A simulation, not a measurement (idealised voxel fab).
Process module under the name voxel capacitor over wiring
Pictured: cross-section cut, 185 nm wide, on a grid of 5 nm square cells.
Each cross-section below is a grid of square cells, stated as bands in top-down order, with one or more rows of cells making up each band. The entry gives the band's vertical extent as a top height and a bottom height in nm, then its horizontal make-up as materials from left to right, each with a width in nm. "blank" stands for empty space; a single material marked "everywhere" fills the band edge to edge. The reference from which all heights are counted is 0, the level beneath which the as-received wafer is entirely one material; the lowest band, having no lower bound, proceeds downward and is written after the example "from 0 down". The notation "30->40" denotes a width that varies across the rows of cells in the band, beginning at the first number in the top row, finishing at the second number in the bottom row, and changing by an identical amount from each row to the next. Where a step carries "nothing different", the cross-section came out of it unchanged, cell for cell. Any empty space of 8 cells or more lacking an open way to the top shows up in "Closed void entries" as width x height at distance, distance from the left edge, in nm. Whatever follows a step's settings on its line is a remark the simulator itself makes about that step. overlay nm: step with mask; distance mask lay right of planned place; negative value = left of planned place.

[The process steps that were planned are listed below]
1) op RECEIVE | material Si
2) op CONFORMAL_DEP | material SiO2 | thk nm 15
3) op DIRECTIONAL_DEP | material TiN | thk nm 5
4) op DIRECTIONAL_DEP | material Ru | thk nm 15
5) op MASKED_ETCH | tone cover | mask id METAL_1 | width nm 30 | pitch nm 100 | etch materials Ru | depth nm 15 | overlay nm 0
6) op MASKED_ETCH | tone cover | mask id METAL_1 | width nm 30 | pitch nm 100 | etch materials TiN | depth nm 5 | overlay nm 0
7) op FILL_DEP | material SiO2 | thk nm 5
8) op CMP | height nm 35
9) op CONFORMAL_DEP | material SiCN | thk nm 5
10) op DIRECTIONAL_DEP | material lowk | thk nm 15
11) op DIRECTIONAL_DEP | material aC | thk nm 15
12) op PATTERN | tone open | mask id PLUG_1 | material resist | width nm 15 | thk nm 35 | overlay nm 0
13) op DIRECTIONAL_ETCH | etch materials aC | depth nm 15
14) op STRIP | etch materials resist
15) op DIRECTIONAL_ETCH | etch materials lowk | depth nm 15
16) op DIRECTIONAL_ETCH | etch materials SiCN | depth nm 5
17) op STRIP | etch materials aC
18) op CONFORMAL_DEP | material TiN | thk nm 5
19) op FILL_DEP | material Cu | thk nm 5
20) op CMP | height nm 55
21) op DIRECTIONAL_DEP | material TiN | thk nm 10
22) op DIRECTIONAL_DEP | material HfO2 | thk nm 5
23) op DIRECTIONAL_DEP | material TiN | thk nm 5
24) op DIRECTIONAL_DEP | material aC | thk nm 10
25) op PATTERN | tone cover | mask id UPPER_PLATE | material resist | width nm 75 | thk nm 30 | overlay nm 0
26) op DIRECTIONAL_ETCH | etch materials aC | depth nm 10
27) op STRIP | etch materials resist
28) op DIRECTIONAL_ETCH | etch materials TiN | depth nm 5
29) op DIRECTIONAL_ETCH | etch materials HfO2 | depth nm 5
30) op STRIP | etch materials aC
31) op DIRECTIONAL_DEP | material aC | thk nm 15
32) op PATTERN | tone cover | mask id LOWER_PLATE | material resist | width nm 85 | thk nm 30 | overlay nm 0
33) op DIRECTIONAL_ETCH | etch materials aC | depth nm 15
34) op STRIP | etch materials resist
35) op DIRECTIONAL_ETCH | etch materials TiN | depth nm 10
36) op STRIP | etch materials aC
37) op FILL_DEP | material SiO2 | thk nm 20
38) op CMP | height nm 90
39) op MASKED_ETCH | tone open | mask id PLUG_2 | width nm 15 | etch materials SiO2 | depth nm 15 | overlay nm 0
40) op CONFORMAL_DEP | material TiN | thk nm 5
41) op FILL_DEP | material Ru | thk nm 5
42) op CMP | height nm 90
43) op CONFORMAL_DEP | material SiCN | thk nm 5

[First wafer out of two, processed as planned]

[Cross-section of the wafer at receipt, which is the condition after step 1]
* from 0 down = Si everywhere
* Closed void entries: none

[State of the wafer after step 2, shown in cross-section]
* from 15 to 0 = SiO2 everywhere
* For the remainder of the cross-section, below 0, there is no change.

[State of the wafer after step 3, shown in cross-section]
* from 20 to 15 = TiN everywhere
* For the remainder of the cross-section, below 15, there is no change.

[State of the wafer after step 4, shown in cross-section]
* from 35 to 20 = Ru everywhere
* For the remainder of the cross-section, below 20, there is no change.

[State of the wafer after step 5, shown in cross-section]
* from 35 to 20 = 25 nm blank, 30 nm Ru, 70 nm blank, 30 nm Ru, 30 nm blank
* For the remainder of the cross-section, below 20, there is no change.

[State of the wafer after step 6, shown in cross-section]
* from 35 to 20 = 25 nm blank, 30 nm Ru, 70 nm blank, 30 nm Ru, 30 nm blank
* from 20 to 15 = 25 nm blank, 30 nm TiN, 70 nm blank, 30 nm TiN, 30 nm blank
* For the remainder of the cross-section, below 15, there is no change.

[State of the wafer after step 7, shown in cross-section]
* from 40 to 35 = SiO2 everywhere
* from 35 to 20 = 25 nm SiO2, 30 nm Ru, 70 nm SiO2, 30 nm Ru, 30 nm SiO2
* from 20 to 15 = 25 nm SiO2, 30 nm TiN, 70 nm SiO2, 30 nm TiN, 30 nm SiO2
* For the remainder of the cross-section, below 15, there is no change.

[State of the wafer after step 8, shown in cross-section]
* from 35 to 20 = 25 nm SiO2, 30 nm Ru, 70 nm SiO2, 30 nm Ru, 30 nm SiO2
* For the remainder of the cross-section, below 20, there is no change.

[State of the wafer after step 9, shown in cross-section]
* from 40 to 35 = SiCN everywhere
* For the remainder of the cross-section, below 35, there is no change.

[State of the wafer after step 10, shown in cross-section]
* from 55 to 40 = lowk everywhere
* For the remainder of the cross-section, below 40, there is no change.

[State of the wafer after step 11, shown in cross-section]
* from 70 to 55 = aC everywhere
* For the remainder of the cross-section, below 55, there is no change.

[State of the wafer after step 12, shown in cross-section]
* from 105 to 70 = 40 nm resist, 15 nm blank, 130 nm resist
* For the remainder of the cross-section, below 70, there is no change.

[State of the wafer after step 13, shown in cross-section]
* from 90 to 70 = 40 nm resist, 15 nm blank, 130 nm resist
* from 70 to 55 = 40 nm aC, 15 nm blank, 130 nm aC
* For the remainder of the cross-section, below 55, there is no change.

[State of the wafer after step 14, shown in cross-section]
* from 70 to 55 = 40 nm aC, 15 nm blank, 130 nm aC
* For the remainder of the cross-section, below 55, there is no change.

[State of the wafer after step 15, shown in cross-section]
* from 70 to 55 = 40 nm aC, 15 nm blank, 130 nm aC
* from 55 to 40 = 40 nm lowk, 15 nm blank, 130 nm lowk
* For the remainder of the cross-section, below 40, there is no change.

[State of the wafer after step 16, shown in cross-section]
* from 70 to 55 = 40 nm aC, 15 nm blank, 130 nm aC
* from 55 to 40 = 40 nm lowk, 15 nm blank, 130 nm lowk
* from 40 to 35 = 40 nm SiCN, 15 nm blank, 130 nm SiCN
* For the remainder of the cross-section, below 35, there is no change.

[State of the wafer after step 17, shown in cross-section]
* from 55 to 40 = 40 nm lowk, 15 nm blank, 130 nm lowk
* For the remainder of the cross-section, below 40, there is no change.

[State of the wafer after step 18, shown in cross-section]
* from 60 to 55 = 45 nm TiN, 5 nm blank, 135 nm TiN
* from 55 to 40 = 40 nm lowk, 5 nm TiN, 5 nm blank, 5 nm TiN, 130 nm lowk
* from 40 to 35 = 40 nm SiCN, 15 nm TiN, 130 nm SiCN
* For the remainder of the cross-section, below 35, there is no change.

[State of the wafer after step 19, shown in cross-section]
* from 65 to 60 = Cu everywhere
* from 60 to 55 = 45 nm TiN, 5 nm Cu, 135 nm TiN
* from 55 to 40 = 40 nm lowk, 5 nm TiN, 5 nm Cu, 5 nm TiN, 130 nm lowk
* For the remainder of the cross-section, below 40, there is no change.

[State of the wafer after step 20, shown in cross-section]
* from 55 to 40 = 40 nm lowk, 5 nm TiN, 5 nm Cu, 5 nm TiN, 130 nm lowk
* For the remainder of the cross-section, below 40, there is no change.

[State of the wafer after step 21, shown in cross-section]
* from 65 to 55 = TiN everywhere
* For the remainder of the cross-section, below 55, there is no change.

[State of the wafer after step 22, shown in cross-section]
* from 70 to 65 = HfO2 everywhere
* For the remainder of the cross-section, below 65, there is no change.

[State of the wafer after step 23, shown in cross-section]
* from 75 to 70 = TiN everywhere
* For the remainder of the cross-section, below 70, there is no change.

[State of the wafer after step 24, shown in cross-section]
* from 85 to 75 = aC everywhere
* For the remainder of the cross-section, below 75, there is no change.

[State of the wafer after step 25, shown in cross-section]
* from 115 to 85 = 40 nm blank, 75 nm resist, 70 nm blank
* For the remainder of the cross-section, below 85, there is no change.

[State of the wafer after step 26, shown in cross-section]
* from 105 to 85 = 40 nm blank, 75 nm resist, 70 nm blank
* from 85 to 75 = 40 nm blank, 75 nm aC, 70 nm blank
* For the remainder of the cross-section, below 75, there is no change.

[State of the wafer after step 27, shown in cross-section]
* from 85 to 75 = 40 nm blank, 75 nm aC, 70 nm blank
* For the remainder of the cross-section, below 75, there is no change.

[State of the wafer after step 28, shown in cross-section]
* from 85 to 75 = 40 nm blank, 75 nm aC, 70 nm blank
* from 75 to 70 = 40 nm blank, 75 nm TiN, 70 nm blank
* For the remainder of the cross-section, below 70, there is no change.

[State of the wafer after step 29, shown in cross-section]
* from 85 to 75 = 40 nm blank, 75 nm aC, 70 nm blank
* from 75 to 70 = 40 nm blank, 75 nm TiN, 70 nm blank
* from 70 to 65 = 40 nm blank, 75 nm HfO2, 70 nm blank
* For the remainder of the cross-section, below 65, there is no change.

[State of the wafer after step 30, shown in cross-section]
* from 75 to 70 = 40 nm blank, 75 nm TiN, 70 nm blank
* For the remainder of the cross-section, below 70, there is no change.

[State of the wafer after step 31, shown in cross-section]
* from 90 to 80 = 40 nm blank, 75 nm aC, 70 nm blank
* from 80 to 75 = aC everywhere
* from 75 to 70 = 40 nm aC, 75 nm TiN, 70 nm aC
* from 70 to 65 = 40 nm aC, 75 nm HfO2, 70 nm aC
* For the remainder of the cross-section, below 65, there is no change.

[State of the wafer after step 32, shown in cross-section]
* from 120 to 90 = 35 nm blank, 85 nm resist, 65 nm blank
* from 90 to 80 = 35 nm blank, 5 nm resist, 75 nm aC, 5 nm resist, 65 nm blank
* For the remainder of the cross-section, below 80, there is no change.

[State of the wafer after step 33, shown in cross-section]
* from 105 to 90 = 35 nm blank, 85 nm resist, 65 nm blank
* from 90 to 80 = 35 nm blank, 5 nm resist, 75 nm aC, 5 nm resist, 65 nm blank
* from 80 to 75 = 35 nm blank, 85 nm aC, 65 nm blank
* from 75 to 70 = 35 nm blank, 5 nm aC, 75 nm TiN, 5 nm aC, 65 nm blank
* from 70 to 65 = 35 nm blank, 5 nm aC, 75 nm HfO2, 5 nm aC, 65 nm blank
* For the remainder of the cross-section, below 65, there is no change.

[State of the wafer after step 34, shown in cross-section]
* from 90 to 80 = 40 nm blank, 75 nm aC, 70 nm blank
* For the remainder of the cross-section, below 80, there is no change.

[State of the wafer after step 35, shown in cross-section]
* from 90 to 80 = 40 nm blank, 75 nm aC, 70 nm blank
* from 80 to 75 = 35 nm blank, 85 nm aC, 65 nm blank
* from 75 to 70 = 35 nm blank, 5 nm aC, 75 nm TiN, 5 nm aC, 65 nm blank
* from 70 to 65 = 35 nm blank, 5 nm aC, 75 nm HfO2, 5 nm aC, 65 nm blank
* from 65 to 55 = 35 nm blank, 85 nm TiN, 65 nm blank
* For the remainder of the cross-section, below 55, there is no change.

[State of the wafer after step 36, shown in cross-section]
* from 75 to 70 = 40 nm blank, 75 nm TiN, 70 nm blank
* from 70 to 65 = 40 nm blank, 75 nm HfO2, 70 nm blank
* For the remainder of the cross-section, below 65, there is no change.

[State of the wafer after step 37, shown in cross-section]
* from 95 to 75 = SiO2 everywhere
* from 75 to 70 = 40 nm SiO2, 75 nm TiN, 70 nm SiO2
* from 70 to 65 = 40 nm SiO2, 75 nm HfO2, 70 nm SiO2
* from 65 to 55 = 35 nm SiO2, 85 nm TiN, 65 nm SiO2
* For the remainder of the cross-section, below 55, there is no change.

[State of the wafer after step 38, shown in cross-section]
* from 90 to 75 = SiO2 everywhere
* For the remainder of the cross-section, below 75, there is no change.

[State of the wafer after step 39, shown in cross-section]
* from 90 to 75 = 50 nm SiO2, 15 nm blank, 120 nm SiO2
* For the remainder of the cross-section, below 75, there is no change.

[State of the wafer after step 40, shown in cross-section]
* from 95 to 90 = 55 nm TiN, 5 nm blank, 125 nm TiN
* from 90 to 80 = 50 nm SiO2, 5 nm TiN, 5 nm blank, 5 nm TiN, 120 nm SiO2
* from 80 to 70 = 50->40 nm SiO2, 15->75 nm TiN, 120->70 nm SiO2
* For the remainder of the cross-section, below 70, there is no change.

[State of the wafer after step 41, shown in cross-section]
* from 100 to 95 = Ru everywhere
* from 95 to 90 = 55 nm TiN, 5 nm Ru, 125 nm TiN
* from 90 to 80 = 50 nm SiO2, 5 nm TiN, 5 nm Ru, 5 nm TiN, 120 nm SiO2
* For the remainder of the cross-section, below 80, there is no change.

[State of the wafer after step 42, shown in cross-section]
* from 90 to 80 = 50 nm SiO2, 5 nm TiN, 5 nm Ru, 5 nm TiN, 120 nm SiO2
* For the remainder of the cross-section, below 80, there is no change.

[State of the wafer after step 43, shown in cross-section]
* from 95 to 90 = SiCN everywhere
* For the remainder of the cross-section, below 90, there is no change.

[Second wafer. Start and plan as for the first. One mistake made in running. Agrees with the first up to and including step 39]

[when step 40 should have ended]
* from 95 to 90 = 55 nm lowk, 5 nm blank, 125 nm lowk
* from 90 to 80 = 50 nm SiO2, 5 nm lowk, 5 nm blank, 5 nm lowk, 120 nm SiO2
* from 80 to 75 = 50 nm SiO2, 15 nm lowk, 120 nm SiO2
* For the remainder of the cross-section, below 75, there is no change.

[when step 41 should have ended]
* from 100 to 95 = Ru everywhere
* from 95 to 90 = 55 nm lowk, 5 nm Ru, 125 nm lowk
* from 90 to 80 = 50 nm SiO2, 5 nm lowk, 5 nm Ru, 5 nm lowk, 120 nm SiO2
* For the remainder of the cross-section, below 80, there is no change.

[when step 42 should have ended]
* from 90 to 80 = 50 nm SiO2, 5 nm lowk, 5 nm Ru, 5 nm lowk, 120 nm SiO2
* For the remainder of the cross-section, below 80, there is no change.

[when step 43 should have ended]
* from 95 to 90 = SiCN everywhere
* For the remainder of the cross-section, below 90, there is no change.
So what did we get wrong on this run? so step 40 ended up running with a different setting than we planned, it ran as op CONFORMAL_DEP | material lowk | thk nm 5
Final difference in cells, second wafer against first, listed per material as more or fewer: 7 fewer of TiN; 7 more of lowk
